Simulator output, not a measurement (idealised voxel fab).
Name of the process module below: voxel tone inversion
We display cut, a cross-section 225 nm in width whose square cells are each 5 nm.
The cross-sections in this document take the form of a grid made of square cells. They are written out as bands, in order from top to bottom. Each band consists of one or more rows of cells.
This entry defines a band. It first specifies the height of the band's top and the height of its bottom in nm, and then specifies the band's materials from left to right, stating each material with its width in nm. The word "everywhere" identifies a single material that fills the band from edge to edge, while the word "blank" identifies empty space.
Height is counted from the level 0, under which the received wafer is composed throughout of one material. The lowest of the bands is not closed at the bottom but continues downward, in the notation "top 0, no bottom".
The expression "30->40" gives the width at the extremes of the band, the first number at its top row of cells and the second at its bottom row, with the width changing by equal amounts from each row to the next in between.
It should be understood that the words "remained the same", when stated for a given step, signify that the cross-section underwent no change in any of its cells during that step.
Look at "Sealed voids" for the closed voids: empty spaces with no open path to the top, sized 8 cells or up. Each is width x height at distance, distance from the left edge, all nm.
If you see something after the settings on a step's line, that's the simulator's own remark about that step.
overlay nm: right-of-plan distance of the mask on a masked step; negative values mean left-of-plan.

[List of planned process steps]
1,RECEIVE,material Si
2,CONFORMAL_DEP,material SiCN,thk nm 5
3,DIRECTIONAL_DEP,material polySi,thk nm 15
4,PATTERN,tone cover,mask id POSTS,material resist,width nm 25,pitch nm 50,thk nm 20,overlay nm 0
5,DIRECTIONAL_ETCH,etch materials polySi,depth nm 15
6,STRIP,etch materials resist
7,FILL_DEP,material lowk,thk nm 10
8,CMP,height nm 20
9,STRIP,etch materials polySi

[Cross-section of the wafer as it came to us, i.e., already through step 1]
    top 0, no bottom: Si everywhere
    Sealed voids: none

[Looking at the first of two wafers in cross-section at end of module - ran to plan]
    top 20, bottom 5: 25 nm lowk; 25 nm blank; 25 nm lowk; 25 nm blank; 25 nm lowk; 25 nm blank; 25 nm lowk; 25 nm blank; 25 nm lowk
    top 5, bottom 0: SiCN everywhere
    top 0, no bottom: Si everywhere
    Sealed voids: none

[Second wafer cross-section at end of module - shared start and plan with the first, one mistake in the run]
    top 20, bottom 5: 25 nm blank; 25 nm lowk; 25 nm blank; 25 nm lowk; 25 nm blank; 25 nm lowk; 25 nm blank; 25 nm lowk; 25 nm blank
    top 5, bottom 0: SiCN everywhere
    top 0, no bottom: Si everywhere
    Sealed voids: none
Misprocessing identified: planned and actual differ for step 4; actual: PATTERN,tone open,mask id POSTS,material resist,width nm 25,pitch nm 50,thk nm 20,overlay nm 0
At the finish, the second wafer shows more or fewer cells for some materials than the first does: lowk: 15 fewer
